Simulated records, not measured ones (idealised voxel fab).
process module | voxel spacer lines
For reference, the cross-section in this document is cut, with width 200 nm and square cells of 5 nm.
The cross-sections in this document take the form of a grid made of square cells. They are written out as bands, in order from top to bottom. Each band consists of one or more rows of cells. Each band's line starts with the height of the band's top and of its bottom, in nm. Then come its materials from left to right, each with its width in nm. One material with "edge to edge" fills the band from edge to edge. "empty" is empty space. Note: height 0 marks the level under which the wafer is uniformly one material as received. Lowest band unbounded below, written "z 0 and below". Read "30..40" as a graded width: first number on top, second number at the bottom, same change between each pair of neighbouring rows. "nothing was modified" -> step changed no cross-section cell. "Enclosed void listing" specifies each empty space that is not open to the top and that occupies no fewer than 8 cells, using the form width x height at distance, the distance measured from the left edge and all three quantities in nm. That trailing text on a step's line, after the settings, is the simulator's own remark on the step. Steps that use a mask can have "overlay nm" on their line. It says how far the mask sat to the right of where it was meant to be. Negative means to the left.

The following list gives the planned process steps:
step 1: RECEIVE [material Si]
step 2: CONFORMAL_DEP [material Al2O3] [thk nm 5]
step 3: DIRECTIONAL_DEP [material TiN] [thk nm 15]
step 4: DIRECTIONAL_DEP [material aC] [thk nm 25]
step 5: PATTERN [tone cover] [mask id MANDREL] [material resist] [width nm 20] [pitch nm 60] [thk nm 35] [overlay nm -15]
step 6: DIRECTIONAL_ETCH [etch materials aC] [depth nm 25]
step 7: STRIP [etch materials resist]
step 8: CONFORMAL_DEP [material SiO2] [thk nm 10]
step 9: DIRECTIONAL_ETCH [etch materials SiO2] [depth nm 10]
step 10: STRIP [etch materials aC]
step 11: DIRECTIONAL_ETCH [etch materials TiN] [depth nm 15]
step 12: STRIP [etch materials SiO2]
step 13: FILL_DEP [material lowk] [thk nm 5]
step 14: CMP [height nm 20]
Keep in mind the plan's value for the overlay nm of step 5 comes from the first wafer; the wafers don't share that setting, but they do share the same starting point.

first wafer as received, after step 1:
- z 0 and below  Si edge to edge
- Enclosed void listing: none

First of several wafers in cross-section at module end, following the final step, step 14:
- z 20 to 5  lowk (35), TiN (10), lowk (20), TiN (10), lowk (20), TiN (10), lowk (20), TiN (10), lowk (65)
- z 5 to 0  Al2O3 edge to edge
- z 0 and below  Si edge to edge
- Enclosed void listing: none

Of the several wafers, the last: cross-section at the end of the module:
- z 20 to 5  lowk (65), TiN (10), lowk (20), TiN (10), lowk (20), TiN (10), lowk (20), TiN (10), lowk (35)
- z 5 to 0  Al2O3 edge to edge
- z 0 and below  Si edge to edge
- Enclosed void listing: none

Below: a row per wafer. Contents at end of module: for every material, cells gained since receipt (+) or lost since receipt (-); then closed voids:
overlay nm -15, +40 Al2O3, +24 TiN, +96 lowk, Enclosed void listing: none
overlay nm -10, +40 Al2O3, +24 TiN, +96 lowk, Enclosed void listing: none
overlay nm -5, +40 Al2O3, +24 TiN, +96 lowk, Enclosed void listing: none
overlay nm 0, +40 Al2O3, +24 TiN, +96 lowk, Enclosed void listing: none
overlay nm 5, +40 Al2O3, +24 TiN, +96 lowk, Enclosed void listing: none
overlay nm 10, +40 Al2O3, +24 TiN, +96 lowk, Enclosed void listing: none
overlay nm 15, +40 Al2O3, +24 TiN, +96 lowk, Enclosed void listing: none
